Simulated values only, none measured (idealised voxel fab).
The name of this process module is voxel ribs on slabs.
The cross-section on display is named cut; it measures 185 nm wide, and its cells are 5 nm squares.
In this document a cross-section is written as a grid of square cells. It is given as a series of bands, listed from the top down, and a band is one or more rows of cells.
Each band's line starts with the height of the band's top and of its bottom, in nm. Then come its materials from left to right, each with its width in nm. One material with "all across" fills the band from edge to edge. "empty" is empty space.
Below 0: as-received wafer, all one material; heights counted from there. Lowest band: no bottom, goes on down, written "0..down".
Width spec "30->40" -> top row of cells at first value, bottom row at second value, equal per-row change in between.
"remained the same", as given for a step, is the statement that not any cell of the cross-section underwent a change during that step.
Each empty space that has no open way to the top and spans at least 8 cells appears under "closed voids" as width x height at distance, the distance counted from the left edge, all in nm.
Read whatever lies past the settings on a step's line as the simulator's own remark about the step.
The "overlay nm" setting may appear on a step's line; for a step that uses a mask, it gives how far to the right of its planned position the mask lay, and a negative value indicates the left.

**Process steps foreseen in the plan**
1,RECEIVE [material Si]
2,DIRECTIONAL_DEP [material SiO2] [thk nm 25]
3,DIRECTIONAL_DEP [material SiN] [thk nm 20]
4,MASKED_ETCH [tone cover] [mask id RIB] [width nm 15] [etch materials SiN] [depth nm 10] [overlay nm 0]
5,MASKED_ETCH [tone cover] [mask id SLAB] [width nm 75] [etch materials SiN] [depth nm 10] [overlay nm 0]
6,FILL_DEP [material SiO2] [thk nm 25]
7,CMP [height nm 60]
8,DIRECTIONAL_DEP [material TiN] [thk nm 10]
9,MASKED_ETCH [tone cover] [mask id HEATER] [width nm 35] [etch materials TiN] [depth nm 10] [overlay nm 0]
10,CONFORMAL_DEP [material SiO2] [thk nm 5]
Across this set of wafers, the varied parameter is the width nm of step 4. Starting conditions are identical for every wafer, and the plan reports the value assigned to the first wafer.

**Step 1 complete: as-received cross-section of the first of several wafers**
- 0..down  Si all across
- closed voids: none

**Table: wafers, a row each; end-of-module cell change per material since receipt, gain (+), loss (-); then closed voids**
width nm 15; +36 SiN; +449 SiO2; +14 TiN; closed voids: none
width nm 20; +38 SiN; +447 SiO2; +14 TiN; closed voids: none
width nm 25; +40 SiN; +445 SiO2; +14 TiN; closed voids: none
width nm 30; +42 SiN; +443 SiO2; +14 TiN; closed voids: none
width nm 35; +44 SiN; +441 SiO2; +14 TiN; closed voids: none
width nm 40; +46 SiN; +439 SiO2; +14 TiN; closed voids: none
